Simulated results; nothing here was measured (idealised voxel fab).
The process module that follows is named voxel lift off.
The width of the displayed cross-section, cut, is 295 nm; its cells are square, with a size of 5 nm.
In what follows, cross-sections appear as grids of square cells, described through bands that run from the top down, where every band is one or more rows of cells.
Basically the band line says how high the top is and how high the bottom is, in nm, and then what's in it from left to right, every material with its width in nm. Empty space shows up as "air", and if a single material carries "throughout" it runs the full band edge to edge.
It should be noted that heights are counted from 0, beneath which the wafer as supplied is of one material throughout, and that the lowest band possesses no lower boundary but continues downward, as written in "0 -> down".
Quick explanation for "30..40": the width changes in equal steps down the rows of cells, from the first number in the band's top row to the second number in its bottom row.
Where the words "no modifications" appear for a step, the cross-section shows no cell changed by that step; every cell remained as before.
Voids lacking openings: empty space of 8 cells or more with no open way to the top, each as width x height at its distance from the left edge, in nm
Heads up: the bit after the settings on a step's line is the simulator's remark on that step.
"overlay nm" answers the question of how far to the right of plan the mask lay on a step that has a mask, and when it is negative the answer is to the left.
[The steps planned for the process are as follows]
1. RECEIVE | material Si
2. CONFORMAL_DEP | material SiO2 | thk nm 15
3. PATTERN | tone open | mask id LINES | material resist | width nm 20 | pitch nm 40 | thk nm 15 | overlay nm 0
4. DIRECTIONAL_DEP | material Ru | thk nm 5
5. STRIP | etch materials resist
6. CONFORMAL_DEP | material SiCN | thk nm 5
[The cross-section here shows the wafer as received, i.e. in its state after step 1]
> 0 -> down = Si throughout
> Voids lacking openings: none
[Module complete, cross-section. Starting point and plan per above. One mistake made in running the module]
> 25 -> 20 = air 105, SiCN 30, air 10, SiCN 30, air 120
> 20 -> 15 = SiCN 110, Ru 20, SiCN 20, Ru 20, SiCN 125
> 15 -> 0 = SiO2 throughout
> 0 -> down = Si throughout
> Voids lacking openings: none
Deviation noted in wafer processing: for step 3, the planned setting was not used; the step was instead run as PATTERN | tone open | mask id LINES | material resist | width nm 20 | pitch nm 40 | thk nm 15 | overlay nm -5
